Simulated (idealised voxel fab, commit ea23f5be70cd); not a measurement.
process module | voxel self aligned vias
cross-section cut | 235 nm wide | cells 5 nm
A cross-section is a grid of square cells, given in bands from the top down. A band is one or more rows of cells.
Each band's line starts with the height of the band's top and of its bottom, in nm. Then come its materials from left to right, each with its width in nm. One material with "throughout" fills the band from edge to edge. "air" is empty space.
Height 0 is the level under which the wafer as received is all one material. The lowest band goes on downwards, as in "0 down".
A width such as "30 to 40" changes by the same amount from each row of cells to the next, from the band's top row to its bottom row.
"no change" after a step means that no cell of the cross-section changed.
closed voids: empty space of 8 cells or more with no open way to the top, each as width x height at its distance from the left edge, in nm
after a step's settings: what the simulator itself notes on the step
overlay nm, on a step with a mask: how far to the right of its planned place the mask lay; to the left if negative
plan
1 op RECEIVE | material Si
2 op CONFORMAL_DEP | material SiO2 | thk nm 15
3 op CONFORMAL_DEP | material SiCN | thk nm 5
4 op DIRECTIONAL_DEP | material SiO2 | thk nm 30
5 op MASKED_ETCH | tone open | mask id LINES | width nm 25 | pitch nm 60 | etch materials SiO2 | depth nm 30 | overlay nm 0
6 op CONFORMAL_DEP | material TiN | thk nm 5
7 op FILL_DEP | material W | thk nm 10
8 op CMP | height nm 45
9 op SELECTIVE_ETCH | etch materials W Ru TiN | depth nm 5
10 op FILL_DEP | material SiN | thk nm 5
11 op CMP | height nm 50
12 op DIRECTIONAL_DEP | material SiO2 | thk nm 15
13 op MASKED_ETCH | tone open | mask id VIAS | width nm 35 | pitch nm 60 | etch materials SiO2 | depth nm 15 | overlay nm 0
14 op MASKED_ETCH | tone open | mask id VIAS | width nm 35 | pitch nm 60 | etch materials SiN | depth nm 5 | overlay nm 0
15 op CONFORMAL_DEP | material TiN | thk nm 5
16 op FILL_DEP | material Cu | thk nm 5
17 op CMP | height nm 65
18 op CONFORMAL_DEP | material SiCN | thk nm 5
varied across the wafers: height nm of step 8. The plan shows the first wafer's value. All wafers start alike
first wafer as received, after step 1
  0 down: Si throughout
  closed voids: none
first wafer at the end, after step 18
  70 to 65: SiCN throughout
  65 to 50: SiO2 70 | TiN 5 | Cu 25 | TiN 5 | SiO2 25 | TiN 5 | Cu 25 | TiN 5 | SiO2 70
  50 to 45: SiN 70 | TiN 35 | SiN 25 | TiN 35 | SiN 70
  45 to 40: SiO2 75 | SiN 25 | SiO2 35 | SiN 25 | SiO2 75
  40 to 25: SiO2 75 | TiN 5 | W 15 | TiN 5 | SiO2 35 | TiN 5 | W 15 | TiN 5 | SiO2 75
  25 to 20: SiO2 75 | TiN 25 | SiO2 35 | TiN 25 | SiO2 75
  20 to 15: SiCN throughout
  15 to 0: SiO2 throughout
  0 down: Si throughout
  closed voids: none
last wafer at the end
  70 to 65: SiCN throughout
  65 to 55: SiO2 70 | TiN 5 | Cu 25 | TiN 5 | SiO2 25 | TiN 5 | Cu 25 | TiN 5 | SiO2 70
  55 to 50: SiO2 70 | TiN 35 | SiO2 25 | TiN 35 | SiO2 70
  50 to 25: SiO2 75 | TiN 5 | W 15 | TiN 5 | SiO2 35 | TiN 5 | W 15 | TiN 5 | SiO2 75
  25 to 20: SiO2 75 | TiN 25 | SiO2 35 | TiN 25 | SiO2 75
  20 to 15: SiCN throughout
  15 to 0: SiO2 throughout
  0 down: Si throughout
  closed voids: none
each wafer at the end: cells of each material gained (+) or lost (-) since it was received, then its closed voids
height nm 45 | +30 Cu | +94 SiCN | +43 SiN | +425 SiO2 | +48 TiN | +18 W | closed voids: none
height nm 50 | +26 Cu | +94 SiCN | +462 SiO2 | +52 TiN | +24 W | closed voids: none
height nm 55 | +20 Cu | +94 SiCN | +462 SiO2 | +52 TiN | +30 W | closed voids: none
height nm 60 | +20 Cu | +94 SiCN | +462 SiO2 | +52 TiN | +30 W | closed voids: none
height nm 65 | +20 Cu | +94 SiCN | +462 SiO2 | +52 TiN | +30 W | closed voids: none
